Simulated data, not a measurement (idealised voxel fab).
process module | voxel wiring stack
cross-section cut | 240 nm wide | cells 5 nm
A cross-section is a grid of square cells, given in bands from the top down. A band is one or more rows of cells.
Each band's line starts with the height of the band's top and of its bottom, in nm. Then come its materials from left to right, each with its width in nm. One material with "throughout" fills the band from edge to edge. "air" is empty space.
Height 0 is the level under which the wafer as received is all one material. The lowest band goes on downwards, as in "0 down".
A width such as "30 to 40" changes by the same amount from each row of cells to the next, from the band's top row to its bottom row.
"no change" after a step means that no cell of the cross-section changed.
closed voids: empty space of 8 cells or more with no open way to the top, each as width x height at its distance from the left edge, in nm
after a step's settings: what the simulator itself notes on the step
overlay nm, on a step with a mask: how far to the right of its planned place the mask lay; to the left if negative
Each pair below shows a cross-section before one step and the cross-section after it, down to the lowest band that changed. The line under each pair gives the step between them, with its settings. The pairs can come from different runs of this module on the same starting wafer, so a pair continues from the pair above only where its "before" says so.
before
  0 down: Si throughout
  closed voids: none
after
  15 to 0: SiO2 throughout
  below 0: unchanged
  closed voids: none
the step between: op CONFORMAL_DEP | material SiO2 | thk nm 15
before: the cross-section after the pair above
after
  20 to 15: SiN throughout
  below 15: unchanged
  closed voids: none
the step between: op CONFORMAL_DEP | material SiN | thk nm 5
before: the cross-section after the pair above
after
  40 to 20: lowk throughout
  below 20: unchanged
  closed voids: none
the step between: op DIRECTIONAL_DEP | material lowk | thk nm 20
before: the cross-section after the pair above
after
  55 to 40: resist 35 | air 30 | resist 15 | air 30 | resist 15 | air 30 | resist 15 | air 30 | resist 40
  below 40: unchanged
  closed voids: none
the step between: op PATTERN | tone open | mask id METAL_1 | material resist | width nm 30 | pitch nm 45 | thk nm 15 | overlay nm 0
before: the cross-section after the pair above
after
  55 to 40: resist 35 | air 30 | resist 15 | air 30 | resist 15 | air 30 | resist 15 | air 30 | resist 40
  40 to 20: lowk 35 | air 30 | lowk 15 | air 30 | lowk 15 | air 30 | lowk 15 | air 30 | lowk 40
  below 20: unchanged
  closed voids: none
the step between: op DIRECTIONAL_ETCH | etch materials lowk | depth nm 20
before: the cross-section after the pair above
after
  55 to 40: resist 35 | air 30 | resist 15 | air 30 | resist 15 | air 30 | resist 15 | air 30 | resist 40
  40 to 20: lowk 35 | air 30 | lowk 15 | air 30 | lowk 15 | air 30 | lowk 15 | air 30 | lowk 40
  20 to 15: SiN 35 | air 30 | SiN 15 | air 30 | SiN 15 | air 30 | SiN 15 | air 30 | SiN 40
  below 15: unchanged
  closed voids: none
the step between: op DIRECTIONAL_ETCH | etch materials SiN | depth nm 5
before: the cross-section after the pair above
after
  40 to 20: lowk 35 | air 30 | lowk 15 | air 30 | lowk 15 | air 30 | lowk 15 | air 30 | lowk 40
  below 20: unchanged
  closed voids: none
the step between: op STRIP | etch materials resist
before: the cross-section after the pair above
after
  45 to 40: TiN 40 | air 20 | TiN 25 | air 20 | TiN 25 | air 20 | TiN 25 | air 20 | TiN 45
  40 to 20: lowk 35 | TiN 5 | air 20 | TiN 5 | lowk 15 | TiN 5 | air 20 | TiN 5 | lowk 15 | TiN 5 | air 20 | TiN 5 | lowk 15 | TiN 5 | air 20 | TiN 5 | lowk 40
  20 to 15: SiN 35 | TiN 30 | SiN 15 | TiN 30 | SiN 15 | TiN 30 | SiN 15 | TiN 30 | SiN 40
  below 15: unchanged
  closed voids: none
the step between: op CONFORMAL_DEP | material TiN | thk nm 5
before: the cross-section after the pair above
after
  50 to 45: Cu throughout
  45 to 40: TiN 40 | Cu 20 | TiN 25 | Cu 20 | TiN 25 | Cu 20 | TiN 25 | Cu 20 | TiN 45
  40 to 20: lowk 35 | TiN 5 | Cu 20 | TiN 5 | lowk 15 | TiN 5 | Cu 20 | TiN 5 | lowk 15 | TiN 5 | Cu 20 | TiN 5 | lowk 15 | TiN 5 | Cu 20 | TiN 5 | lowk 40
  below 20: unchanged
  closed voids: none
the step between: op FILL_DEP | material Cu | thk nm 5
before: the cross-section after the pair above
after
  40 to 20: lowk 35 | TiN 5 | Cu 20 | TiN 5 | lowk 15 | TiN 5 | Cu 20 | TiN 5 | lowk 15 | TiN 5 | Cu 20 | TiN 5 | lowk 15 | TiN 5 | Cu 20 | TiN 5 | lowk 40
  below 20: unchanged
  closed voids: none
the step between: op CMP | height nm 40
before: the cross-section after the pair above
after
  45 to 40: SiCN throughout
  below 40: unchanged
  closed voids: none
the step between: op CONFORMAL_DEP | material SiCN | thk nm 5
before: the cross-section after the pair above
after
  65 to 45: lowk throughout
  below 45: unchanged
  closed voids: none
the step between: op DIRECTIONAL_DEP | material lowk | thk nm 20
before: the cross-section after the pair above
after
  65 to 45: lowk 35 | air 15 | lowk 30 | air 15 | lowk 30 | air 15 | lowk 30 | air 15 | lowk 55
  below 45: unchanged
  closed voids: none
the step between: op MASKED_ETCH | tone open | mask id PLUG_1 | width nm 15 | pitch nm 45 | etch materials lowk | depth nm 20 | overlay nm 0
before: the cross-section after the pair above
after
  65 to 45: lowk 35 | air 15 | lowk 30 | air 15 | lowk 30 | air 15 | lowk 30 | air 15 | lowk 55
  45 to 40: SiCN 35 | air 15 | SiCN 30 | air 15 | SiCN 30 | air 15 | SiCN 30 | air 15 | SiCN 55
  below 40: unchanged
  closed voids: none
the step between: op MASKED_ETCH | tone open | mask id PLUG_1 | width nm 15 | pitch nm 45 | etch materials SiCN | depth nm 5 | overlay nm 0
before: the cross-section after the pair above
after
  70 to 65: TiN 40 | air 5 | TiN 40 | air 5 | TiN 40 | air 5 | TiN 40 | air 5 | TiN 60
  65 to 45: lowk 35 | TiN 5 | air 5 | TiN 5 | lowk 30 | TiN 5 | air 5 | TiN 5 | lowk 30 | TiN 5 | air 5 | TiN 5 | lowk 30 | TiN 5 | air 5 | TiN 5 | lowk 55
  45 to 40: SiCN 35 | TiN 15 | SiCN 30 | TiN 15 | SiCN 30 | TiN 15 | SiCN 30 | TiN 15 | SiCN 55
  below 40: unchanged
  closed voids: none
the step between: op CONFORMAL_DEP | material TiN | thk nm 5
before: the cross-section after the pair above
after
  75 to 70: Cu throughout
  70 to 65: TiN 40 | Cu 5 | TiN 40 | Cu 5 | TiN 40 | Cu 5 | TiN 40 | Cu 5 | TiN 60
  65 to 45: lowk 35 | TiN 5 | Cu 5 | TiN 5 | lowk 30 | TiN 5 | Cu 5 | TiN 5 | lowk 30 | TiN 5 | Cu 5 | TiN 5 | lowk 30 | TiN 5 | Cu 5 | TiN 5 | lowk 55
  below 45: unchanged
  closed voids: none
the step between: op FILL_DEP | material Cu | thk nm 5
before: the cross-section after the pair above
after
  65 to 45: lowk 35 | TiN 5 | Cu 5 | TiN 5 | lowk 30 | TiN 5 | Cu 5 | TiN 5 | lowk 30 | TiN 5 | Cu 5 | TiN 5 | lowk 30 | TiN 5 | Cu 5 | TiN 5 | lowk 55
  below 45: unchanged
  closed voids: none
the step between: op CMP | height nm 65
before: the cross-section after the pair above
after
  70 to 65: SiCN throughout
  below 65: unchanged
  closed voids: none
the step between: op CONFORMAL_DEP | material SiCN | thk nm 5
before: the cross-section after the pair above
after
  90 to 70: lowk throughout
  below 70: unchanged
  closed voids: none
the step between: op DIRECTIONAL_DEP | material lowk | thk nm 20
before: the cross-section after the pair above
after
  105 to 90: aC throughout
  below 90: unchanged
  closed voids: none
the step between: op DIRECTIONAL_DEP | material aC | thk nm 15
before: the cross-section after the pair above
after
  140 to 105: resist 35 | air 30 | resist 15 | air 30 | resist 15 | air 30 | resist 15 | air 30 | resist 40
  below 105: unchanged
  closed voids: none
the step between: op PATTERN | tone open | mask id METAL_2 | material resist | width nm 30 | pitch nm 45 | thk nm 35 | overlay nm 0
before: the cross-section after the pair above
after
  125 to 105: resist 35 | air 30 | resist 15 | air 30 | resist 15 | air 30 | resist 15 | air 30 | resist 40
  105 to 90: aC 35 | air 30 | aC 15 | air 30 | aC 15 | air 30 | aC 15 | air 30 | aC 40
  below 90: unchanged
  closed voids: none
the step between: op DIRECTIONAL_ETCH | etch materials aC | depth nm 15
before: the cross-section after the pair above
after
  105 to 90: aC 35 | air 30 | aC 15 | air 30 | aC 15 | air 30 | aC 15 | air 30 | aC 40
  below 90: unchanged
  closed voids: none
the step between: op STRIP | etch materials resist
before: the cross-section after the pair above
after
  105 to 90: aC 35 | air 30 | aC 15 | air 30 | aC 15 | air 30 | aC 15 | air 30 | aC 40
  90 to 70: lowk 35 | air 30 | lowk 15 | air 30 | lowk 15 | air 30 | lowk 15 | air 30 | lowk 40
  below 70: unchanged
  closed voids: none
the step between: op DIRECTIONAL_ETCH | etch materials lowk | depth nm 20
before: the cross-section after the pair above
after
  105 to 90: aC 35 | air 30 | aC 15 | air 30 | aC 15 | air 30 | aC 15 | air 30 | aC 40
  90 to 70: lowk 35 | air 30 | lowk 15 | air 30 | lowk 15 | air 30 | lowk 15 | air 30 | lowk 40
  70 to 65: SiCN 35 | air 30 | SiCN 15 | air 30 | SiCN 15 | air 30 | SiCN 15 | air 30 | SiCN 40
  below 65: unchanged
  closed voids: none
the step between: op DIRECTIONAL_ETCH | etch materials SiCN | depth nm 5
before: the cross-section after the pair above
after
  90 to 70: lowk 35 | air 30 | lowk 15 | air 30 | lowk 15 | air 30 | lowk 15 | air 30 | lowk 40
  below 70: unchanged
  closed voids: none
the step between: op STRIP | etch materials aC
before: the cross-section after the pair above
after
  95 to 90: TiN 40 | air 20 | TiN 25 | air 20 | TiN 25 | air 20 | TiN 25 | air 20 | TiN 45
  90 to 70: lowk 35 | TiN 5 | air 20 | TiN 5 | lowk 15 | TiN 5 | air 20 | TiN 5 | lowk 15 | TiN 5 | air 20 | TiN 5 | lowk 15 | TiN 5 | air 20 | TiN 5 | lowk 40
  70 to 65: SiCN 35 | TiN 30 | SiCN 15 | TiN 30 | SiCN 15 | TiN 30 | SiCN 15 | TiN 30 | SiCN 40
  below 65: unchanged
  closed voids: none
the step between: op CONFORMAL_DEP | material TiN | thk nm 5
before: the cross-section after the pair above
after
  100 to 95: W throughout
  95 to 90: TiN 40 | W 20 | TiN 25 | W 20 | TiN 25 | W 20 | TiN 25 | W 20 | TiN 45
  90 to 70: lowk 35 | TiN 5 | W 20 | TiN 5 | lowk 15 | TiN 5 | W 20 | TiN 5 | lowk 15 | TiN 5 | W 20 | TiN 5 | lowk 15 | TiN 5 | W 20 | TiN 5 | lowk 40
  below 70: unchanged
  closed voids: none
the step between: op FILL_DEP | material W | thk nm 5
before: the cross-section after the pair above
after
  90 to 70: lowk 35 | TiN 5 | W 20 | TiN 5 | lowk 15 | TiN 5 | W 20 | TiN 5 | lowk 15 | TiN 5 | W 20 | TiN 5 | lowk 15 | TiN 5 | W 20 | TiN 5 | lowk 40
  below 70: unchanged
  closed voids: none
the step between: op CMP | height nm 90
before: the cross-section after the pair above
after
  95 to 90: air 30 | Ru 40 | air 5 | Ru 40 | air 5 | Ru 40 | air 5 | Ru 40 | air 35
  below 90: unchanged
  closed voids: none
the step between: op EPI | material Ru | thk nm 5
before: the cross-section after the pair above
after
  100 to 95: SiCN throughout
  95 to 90: SiCN 30 | Ru 40 | SiCN 5 | Ru 40 | SiCN 5 | Ru 40 | SiCN 5 | Ru 40 | SiCN 35
  below 90: unchanged
  closed voids: none
the step between: op FILL_DEP | material SiCN | thk nm 5
before: the cross-section after the pair above
after
  135 to 100: lowk throughout
  below 100: unchanged
  closed voids: none
the step between: op DIRECTIONAL_DEP | material lowk | thk nm 35
before: the cross-section after the pair above
after
  155 to 135: resist 35 | air 30 | resist 15 | air 30 | resist 15 | air 30 | resist 15 | air 30 | resist 40
  below 135: unchanged
  closed voids: none
the step between: op PATTERN | tone open | mask id METAL_3 | material resist | width nm 30 | pitch nm 45 | thk nm 20 | overlay nm 0
before: the cross-section after the pair above
after
  155 to 135: resist 35 | air 30 | resist 15 | air 30 | resist 15 | air 30 | resist 15 | air 30 | resist 40
  135 to 115: lowk 35 | air 30 | lowk 15 | air 30 | lowk 15 | air 30 | lowk 15 | air 30 | lowk 40
  below 115: unchanged
  closed voids: none
the step between: op DIRECTIONAL_ETCH | etch materials lowk | depth nm 20
before: the cross-section after the pair above
after
  135 to 115: lowk 35 | air 30 | lowk 15 | air 30 | lowk 15 | air 30 | lowk 15 | air 30 | lowk 40
  below 115: unchanged
  closed voids: none
the step between: op STRIP | etch materials resist
before: the cross-section after the pair above
after
  135 to 115: lowk 35 | air 30 | lowk 15 | air 30 | lowk 15 | air 30 | lowk 15 | air 30 | lowk 40
  115 to 100: lowk 35 | air 15 | lowk 30 | air 15 | lowk 30 | air 15 | lowk 30 | air 15 | lowk 55
  below 100: unchanged
  closed voids: none
the step between: op MASKED_ETCH | tone open | mask id METAL_3_HOLES | width nm 15 | pitch nm 45 | etch materials lowk | depth nm 15 | overlay nm 0
before: the cross-section after the pair above
after
  135 to 115: lowk 35 | air 30 | lowk 15 | air 30 | lowk 15 | air 30 | lowk 15 | air 30 | lowk 40
  115 to 100: lowk 35 | air 15 | lowk 30 | air 15 | lowk 30 | air 15 | lowk 30 | air 15 | lowk 55
  100 to 95: SiCN 35 | air 15 | SiCN 30 | air 15 | SiCN 30 | air 15 | SiCN 30 | air 15 | SiCN 55
  below 95: unchanged
  closed voids: none
the step between: op MASKED_ETCH | tone open | mask id METAL_3_HOLES | width nm 15 | pitch nm 45 | etch materials SiCN | depth nm 5 | overlay nm 0
before: the cross-section after the pair above
after
  140 to 135: TiN 40 | air 20 | TiN 25 | air 20 | TiN 25 | air 20 | TiN 25 | air 20 | TiN 45
  135 to 120: lowk 35 | TiN 5 | air 20 | TiN 5 | lowk 15 | TiN 5 | air 20 | TiN 5 | lowk 15 | TiN 5 | air 20 | TiN 5 | lowk 15 | TiN 5 | air 20 | TiN 5 | lowk 40
  120 to 115: lowk 35 | TiN 5 | air 5 | TiN 20 | lowk 15 | TiN 5 | air 5 | TiN 20 | lowk 15 | TiN 5 | air 5 | TiN 20 | lowk 15 | TiN 5 | air 5 | TiN 20 | lowk 40
  115 to 100: lowk 35 | TiN 5 | air 5 | TiN 5 | lowk 30 | TiN 5 | air 5 | TiN 5 | lowk 30 | TiN 5 | air 5 | TiN 5 | lowk 30 | TiN 5 | air 5 | TiN 5 | lowk 55
  100 to 95: SiCN 35 | TiN 15 | SiCN 30 | TiN 15 | SiCN 30 | TiN 15 | SiCN 30 | TiN 15 | SiCN 55
  below 95: unchanged
  closed voids: none
the step between: op CONFORMAL_DEP | material TiN | thk nm 5
before: the cross-section after the pair above
after
  145 to 140: Cu throughout
  140 to 135: TiN 40 | Cu 20 | TiN 25 | Cu 20 | TiN 25 | Cu 20 | TiN 25 | Cu 20 | TiN 45
  135 to 120: lowk 35 | TiN 5 | Cu 20 | TiN 5 | lowk 15 | TiN 5 | Cu 20 | TiN 5 | lowk 15 | TiN 5 | Cu 20 | TiN 5 | lowk 15 | TiN 5 | Cu 20 | TiN 5 | lowk 40
  120 to 115: lowk 35 | TiN 5 | Cu 5 | TiN 20 | lowk 15 | TiN 5 | Cu 5 | TiN 20 | lowk 15 | TiN 5 | Cu 5 | TiN 20 | lowk 15 | TiN 5 | Cu 5 | TiN 20 | lowk 40
  115 to 100: lowk 35 | TiN 5 | Cu 5 | TiN 5 | lowk 30 | TiN 5 | Cu 5 | TiN 5 | lowk 30 | TiN 5 | Cu 5 | TiN 5 | lowk 30 | TiN 5 | Cu 5 | TiN 5 | lowk 55
  below 100: unchanged
  closed voids: none
the step between: op FILL_DEP | material Cu | thk nm 5
before: the cross-section after the pair above
after
  135 to 120: lowk 35 | TiN 5 | Cu 20 | TiN 5 | lowk 15 | TiN 5 | Cu 20 | TiN 5 | lowk 15 | TiN 5 | Cu 20 | TiN 5 | lowk 15 | TiN 5 | Cu 20 | TiN 5 | lowk 40
  below 120: unchanged
  closed voids: none
the step between: op CMP | height nm 135
before: the cross-section after the pair above
after
  140 to 135: SiCN throughout
  below 135: unchanged
  closed voids: none
the step between: op CONFORMAL_DEP | material SiCN | thk nm 5
before
  95 to 90: air 30 | Ru 40 | air 5 | Ru 40 | air 5 | Ru 40 | air 5 | Ru 40 | air 35
  90 to 70: lowk 35 | TiN 5 | W 20 | TiN 5 | lowk 15 | TiN 5 | W 20 | TiN 5 | lowk 15 | TiN 5 | W 20 | TiN 5 | lowk 15 | TiN 5 | W 20 | TiN 5 | lowk 40
  70 to 65: SiCN 35 | TiN 30 | SiCN 15 | TiN 30 | SiCN 15 | TiN 30 | SiCN 15 | TiN 30 | SiCN 40
  65 to 45: lowk 35 | TiN 5 | Cu 5 | TiN 5 | lowk 30 | TiN 5 | Cu 5 | TiN 5 | lowk 30 | TiN 5 | Cu 5 | TiN 5 | lowk 30 | TiN 5 | Cu 5 | TiN 5 | lowk 55
  45 to 40: SiCN 35 | TiN 15 | SiCN 30 | TiN 15 | SiCN 30 | TiN 15 | SiCN 30 | TiN 15 | SiCN 55
  40 to 20: lowk 35 | TiN 5 | Cu 20 | TiN 5 | lowk 15 | TiN 5 | Cu 20 | TiN 5 | lowk 15 | TiN 5 | Cu 20 | TiN 5 | lowk 15 | TiN 5 | Cu 20 | TiN 5 | lowk 40
  20 to 15: SiN 35 | TiN 30 | SiN 15 | TiN 30 | SiN 15 | TiN 30 | SiN 15 | TiN 30 | SiN 40
  15 to 0: SiO2 throughout
  0 down: Si throughout
  closed voids: none
after
  130 to 125: air 30 | lowk 40 | air 5 | lowk 40 | air 5 | lowk 40 | air 5 | lowk 40 | air 35
  125 to 95: lowk throughout
  95 to 90: lowk 30 | Ru 40 | lowk 5 | Ru 40 | lowk 5 | Ru 40 | lowk 5 | Ru 40 | lowk 35
  below 90: unchanged
  closed voids: none
the step between: op DIRECTIONAL_DEP | material lowk | thk nm 35
before: the cross-section after the pair above
after
  150 to 130: resist 35 | air 30 | resist 15 | air 30 | resist 15 | air 30 | resist 15 | air 30 | resist 40
  130 to 125: resist 30 | lowk 40 | resist 5 | lowk 40 | resist 5 | lowk 40 | resist 5 | lowk 40 | resist 35
  below 125: unchanged
  closed voids: none
the step between: op PATTERN | tone open | mask id METAL_3 | material resist | width nm 30 | pitch nm 45 | thk nm 20 | overlay nm 0
before: the cross-section after the pair above
after
  150 to 130: resist 35 | air 30 | resist 15 | air 30 | resist 15 | air 30 | resist 15 | air 30 | resist 40
  130 to 125: resist 30 | lowk 5 | air 30 | lowk 5 | resist 5 | lowk 5 | air 30 | lowk 5 | resist 5 | lowk 5 | air 30 | lowk 5 | resist 5 | lowk 5 | air 30 | lowk 5 | resist 35
  125 to 110: lowk 35 | air 30 | lowk 15 | air 30 | lowk 15 | air 30 | lowk 15 | air 30 | lowk 40
  below 110: unchanged
  closed voids: none
the step between: op DIRECTIONAL_ETCH | etch materials lowk | depth nm 20
before: the cross-section after the pair above
after
  130 to 125: air 30 | lowk 5 | air 30 | lowk 5 | air 5 | lowk 5 | air 30 | lowk 5 | air 5 | lowk 5 | air 30 | lowk 5 | air 5 | lowk 5 | air 30 | lowk 5 | air 35
  below 125: unchanged
  closed voids: none
the step between: op STRIP | etch materials resist
before: the cross-section after the pair above
after
  130 to 125: air 30 | lowk 5 | air 30 | lowk 5 | air 5 | lowk 5 | air 30 | lowk 5 | air 5 | lowk 5 | air 30 | lowk 5 | air 5 | lowk 5 | air 30 | lowk 5 | air 35
  125 to 110: lowk 35 | air 30 | lowk 15 | air 30 | lowk 15 | air 30 | lowk 15 | air 30 | lowk 40
  110 to 95: lowk 35 | air 15 | lowk 30 | air 15 | lowk 30 | air 15 | lowk 30 | air 15 | lowk 55
  below 95: unchanged
  closed voids: none
the step between: op MASKED_ETCH | tone open | mask id METAL_3_HOLES | width nm 15 | pitch nm 45 | etch materials lowk | depth nm 15 | overlay nm 0
before: the cross-section after the pair above
after
  135 to 130: air 25 | TiN 15 | air 20 | TiN 25 | air 20 | TiN 25 | air 20 | TiN 25 | air 20 | TiN 15 | air 30
  130 to 125: TiN 30 | lowk 5 | TiN 5 | air 20 | TiN 5 | lowk 5 | TiN 5 | lowk 5 | TiN 5 | air 20 | TiN 5 | lowk 5 | TiN 5 | lowk 5 | TiN 5 | air 20 | TiN 5 | lowk 5 | TiN 5 | lowk 5 | TiN 5 | air 20 | TiN 5 | lowk 5 | TiN 35
  125 to 115: lowk 35 | TiN 5 | air 20 | TiN 5 | lowk 15 | TiN 5 | air 20 | TiN 5 | lowk 15 | TiN 5 | air 20 | TiN 5 | lowk 15 | TiN 5 | air 20 | TiN 5 | lowk 40
  115 to 110: lowk 35 | TiN 5 | air 5 | TiN 20 | lowk 15 | TiN 5 | air 5 | TiN 20 | lowk 15 | TiN 5 | air 5 | TiN 20 | lowk 15 | TiN 5 | air 5 | TiN 20 | lowk 40
  110 to 100: lowk 35 | TiN 5 | air 5 | TiN 5 | lowk 30 | TiN 5 | air 5 | TiN 5 | lowk 30 | TiN 5 | air 5 | TiN 5 | lowk 30 | TiN 5 | air 5 | TiN 5 | lowk 55
  100 to 95: lowk 35 | TiN 15 | lowk 30 | TiN 15 | lowk 30 | TiN 15 | lowk 30 | TiN 15 | lowk 55
  below 95: unchanged
  closed voids: none
the step between: op CONFORMAL_DEP | material TiN | thk nm 5
before: the cross-section after the pair above
after
  140 to 135: Cu throughout
  135 to 130: Cu 25 | TiN 15 | Cu 20 | TiN 25 | Cu 20 | TiN 25 | Cu 20 | TiN 25 | Cu 20 | TiN 15 | Cu 30
  130 to 125: TiN 30 | lowk 5 | TiN 5 | Cu 20 | TiN 5 | lowk 5 | TiN 5 | lowk 5 | TiN 5 | Cu 20 | TiN 5 | lowk 5 | TiN 5 | lowk 5 | TiN 5 | Cu 20 | TiN 5 | lowk 5 | TiN 5 | lowk 5 | TiN 5 | Cu 20 | TiN 5 | lowk 5 | TiN 35
  125 to 115: lowk 35 | TiN 5 | Cu 20 | TiN 5 | lowk 15 | TiN 5 | Cu 20 | TiN 5 | lowk 15 | TiN 5 | Cu 20 | TiN 5 | lowk 15 | TiN 5 | Cu 20 | TiN 5 | lowk 40
  115 to 110: lowk 35 | TiN 5 | Cu 5 | TiN 20 | lowk 15 | TiN 5 | Cu 5 | TiN 20 | lowk 15 | TiN 5 | Cu 5 | TiN 20 | lowk 15 | TiN 5 | Cu 5 | TiN 20 | lowk 40
  110 to 100: lowk 35 | TiN 5 | Cu 5 | TiN 5 | lowk 30 | TiN 5 | Cu 5 | TiN 5 | lowk 30 | TiN 5 | Cu 5 | TiN 5 | lowk 30 | TiN 5 | Cu 5 | TiN 5 | lowk 55
  below 100: unchanged
  closed voids: none
the step between: op FILL_DEP | material Cu | thk nm 5
before: the cross-section after the pair above
after
  135 to 130: Cu 25 | TiN 15 | Cu 20 | TiN 25 | Cu 20 | TiN 25 | Cu 20 | TiN 25 | Cu 20 | TiN 15 | Cu 30
  below 130: unchanged
  closed voids: none
the step between: op CMP | height nm 135
before: the cross-section after the pair above
after
  140 to 135: SiCN throughout
  below 135: unchanged
  closed voids: none
the step between: op CONFORMAL_DEP | material SiCN | thk nm 5
before
  135 to 100: lowk throughout
  100 to 95: SiCN throughout
  95 to 90: SiCN 30 | Ru 40 | SiCN 5 | Ru 40 | SiCN 5 | Ru 40 | SiCN 5 | Ru 40 | SiCN 35
  90 to 70: lowk 35 | TiN 5 | W 20 | TiN 5 | lowk 15 | TiN 5 | W 20 | TiN 5 | lowk 15 | TiN 5 | W 20 | TiN 5 | lowk 15 | TiN 5 | W 20 | TiN 5 | lowk 40
  70 to 65: SiCN 35 | TiN 30 | SiCN 15 | TiN 30 | SiCN 15 | TiN 30 | SiCN 15 | TiN 30 | SiCN 40
  65 to 45: lowk 35 | TiN 5 | Cu 5 | TiN 5 | lowk 30 | TiN 5 | Cu 5 | TiN 5 | lowk 30 | TiN 5 | Cu 5 | TiN 5 | lowk 30 | TiN 5 | Cu 5 | TiN 5 | lowk 55
  45 to 40: SiCN 35 | TiN 15 | SiCN 30 | TiN 15 | SiCN 30 | TiN 15 | SiCN 30 | TiN 15 | SiCN 55
  40 to 20: lowk 35 | TiN 5 | Cu 20 | TiN 5 | lowk 15 | TiN 5 | Cu 20 | TiN 5 | lowk 15 | TiN 5 | Cu 20 | TiN 5 | lowk 15 | TiN 5 | Cu 20 | TiN 5 | lowk 40
  20 to 15: SiN 35 | TiN 30 | SiN 15 | TiN 30 | SiN 15 | TiN 30 | SiN 15 | TiN 30 | SiN 40
  15 to 0: SiO2 throughout
  0 down: Si throughout
  closed voids: none
after
  170 to 100: lowk throughout
  below 100: unchanged
  closed voids: none
the step between: op DIRECTIONAL_DEP | material lowk | thk nm 35
before: the cross-section after the pair above
after
  190 to 170: resist 35 | air 30 | resist 15 | air 30 | resist 15 | air 30 | resist 15 | air 30 | resist 40
  below 170: unchanged
  closed voids: none
the step between: op PATTERN | tone open | mask id METAL_3 | material resist | width nm 30 | pitch nm 45 | thk nm 20 | overlay nm 0
before: the cross-section after the pair above
after
  190 to 170: resist 35 | air 30 | resist 15 | air 30 | resist 15 | air 30 | resist 15 | air 30 | resist 40
  170 to 150: lowk 35 | air 30 | lowk 15 | air 30 | lowk 15 | air 30 | lowk 15 | air 30 | lowk 40
  below 150: unchanged
  closed voids: none
the step between: op DIRECTIONAL_ETCH | etch materials lowk | depth nm 20
before: the cross-section after the pair above
after
  170 to 150: lowk 35 | air 30 | lowk 15 | air 30 | lowk 15 | air 30 | lowk 15 | air 30 | lowk 40
  below 150: unchanged
  closed voids: none
the step between: op STRIP | etch materials resist
before: the cross-section after the pair above
after
  170 to 150: lowk 35 | air 30 | lowk 15 | air 30 | lowk 15 | air 30 | lowk 15 | air 30 | lowk 40
  150 to 135: lowk 35 | air 15 | lowk 30 | air 15 | lowk 30 | air 15 | lowk 30 | air 15 | lowk 55
  below 135: unchanged
  closed voids: none
the step between: op MASKED_ETCH | tone open | mask id METAL_3_HOLES | width nm 15 | pitch nm 45 | etch materials lowk | depth nm 15 | overlay nm 0
before: the cross-section after the pair above
after
  175 to 170: TiN 40 | air 20 | TiN 25 | air 20 | TiN 25 | air 20 | TiN 25 | air 20 | TiN 45
  170 to 155: lowk 35 | TiN 5 | air 20 | TiN 5 | lowk 15 | TiN 5 | air 20 | TiN 5 | lowk 15 | TiN 5 | air 20 | TiN 5 | lowk 15 | TiN 5 | air 20 | TiN 5 | lowk 40
  155 to 150: lowk 35 | TiN 5 | air 5 | TiN 20 | lowk 15 | TiN 5 | air 5 | TiN 20 | lowk 15 | TiN 5 | air 5 | TiN 20 | lowk 15 | TiN 5 | air 5 | TiN 20 | lowk 40
  150 to 140: lowk 35 | TiN 5 | air 5 | TiN 5 | lowk 30 | TiN 5 | air 5 | TiN 5 | lowk 30 | TiN 5 | air 5 | TiN 5 | lowk 30 | TiN 5 | air 5 | TiN 5 | lowk 55
  140 to 135: lowk 35 | TiN 15 | lowk 30 | TiN 15 | lowk 30 | TiN 15 | lowk 30 | TiN 15 | lowk 55
  below 135: unchanged
  closed voids: none
the step between: op CONFORMAL_DEP | material TiN | thk nm 5
before: the cross-section after the pair above
after
  180 to 175: Cu throughout
  175 to 170: TiN 40 | Cu 20 | TiN 25 | Cu 20 | TiN 25 | Cu 20 | TiN 25 | Cu 20 | TiN 45
  170 to 155: lowk 35 | TiN 5 | Cu 20 | TiN 5 | lowk 15 | TiN 5 | Cu 20 | TiN 5 | lowk 15 | TiN 5 | Cu 20 | TiN 5 | lowk 15 | TiN 5 | Cu 20 | TiN 5 | lowk 40
  155 to 150: lowk 35 | TiN 5 | Cu 5 | TiN 20 | lowk 15 | TiN 5 | Cu 5 | TiN 20 | lowk 15 | TiN 5 | Cu 5 | TiN 20 | lowk 15 | TiN 5 | Cu 5 | TiN 20 | lowk 40
  150 to 140: lowk 35 | TiN 5 | Cu 5 | TiN 5 | lowk 30 | TiN 5 | Cu 5 | TiN 5 | lowk 30 | TiN 5 | Cu 5 | TiN 5 | lowk 30 | TiN 5 | Cu 5 | TiN 5 | lowk 55
  below 140: unchanged
  closed voids: none
the step between: op FILL_DEP | material Cu | thk nm 5
before: the cross-section after the pair above
after
  135 to 100: lowk throughout
  below 100: unchanged
  closed voids: none
the step between: op CMP | height nm 135
before: the cross-section after the pair above
after
  140 to 135: SiCN throughout
  below 135: unchanged
  closed voids: none
the step between: op CONFORMAL_DEP | material SiCN | thk nm 5
before
  0 down: Si throughout
  closed voids: none
after
  5 to 0: SiN throughout
  below 0: unchanged
  closed voids: none
the step between: op CONFORMAL_DEP | material SiN | thk nm 5
before: the cross-section after the pair above
after
  20 to 5: SiO2 throughout
  below 5: unchanged
  closed voids: none
the step between: op CONFORMAL_DEP | material SiO2 | thk nm 15
before: the cross-section after the pair above
after
  40 to 20: lowk throughout
  below 20: unchanged
  closed voids: none
the step between: op DIRECTIONAL_DEP | material lowk | thk nm 20
before: the cross-section after the pair above
after
  55 to 40: resist 35 | air 30 | resist 15 | air 30 | resist 15 | air 30 | resist 15 | air 30 | resist 40
  below 40: unchanged
  closed voids: none
the step between: op PATTERN | tone open | mask id METAL_1 | material resist | width nm 30 | pitch nm 45 | thk nm 15 | overlay nm 0
before: the cross-section after the pair above
after
  55 to 40: resist 35 | air 30 | resist 15 | air 30 | resist 15 | air 30 | resist 15 | air 30 | resist 40
  40 to 20: lowk 35 | air 30 | lowk 15 | air 30 | lowk 15 | air 30 | lowk 15 | air 30 | lowk 40
  below 20: unchanged
  closed voids: none
the step between: op DIRECTIONAL_ETCH | etch materials lowk | depth nm 20
before: the cross-section after the pair above
after
  40 to 20: lowk 35 | air 30 | lowk 15 | air 30 | lowk 15 | air 30 | lowk 15 | air 30 | lowk 40
  below 20: unchanged
  closed voids: none
the step between: op STRIP | etch materials resist
before: the cross-section after the pair above
after
  45 to 40: TiN 40 | air 20 | TiN 25 | air 20 | TiN 25 | air 20 | TiN 25 | air 20 | TiN 45
  40 to 25: lowk 35 | TiN 5 | air 20 | TiN 5 | lowk 15 | TiN 5 | air 20 | TiN 5 | lowk 15 | TiN 5 | air 20 | TiN 5 | lowk 15 | TiN 5 | air 20 | TiN 5 | lowk 40
  25 to 20: lowk 35 | TiN 30 | lowk 15 | TiN 30 | lowk 15 | TiN 30 | lowk 15 | TiN 30 | lowk 40
  below 20: unchanged
  closed voids: none
the step between: op CONFORMAL_DEP | material TiN | thk nm 5
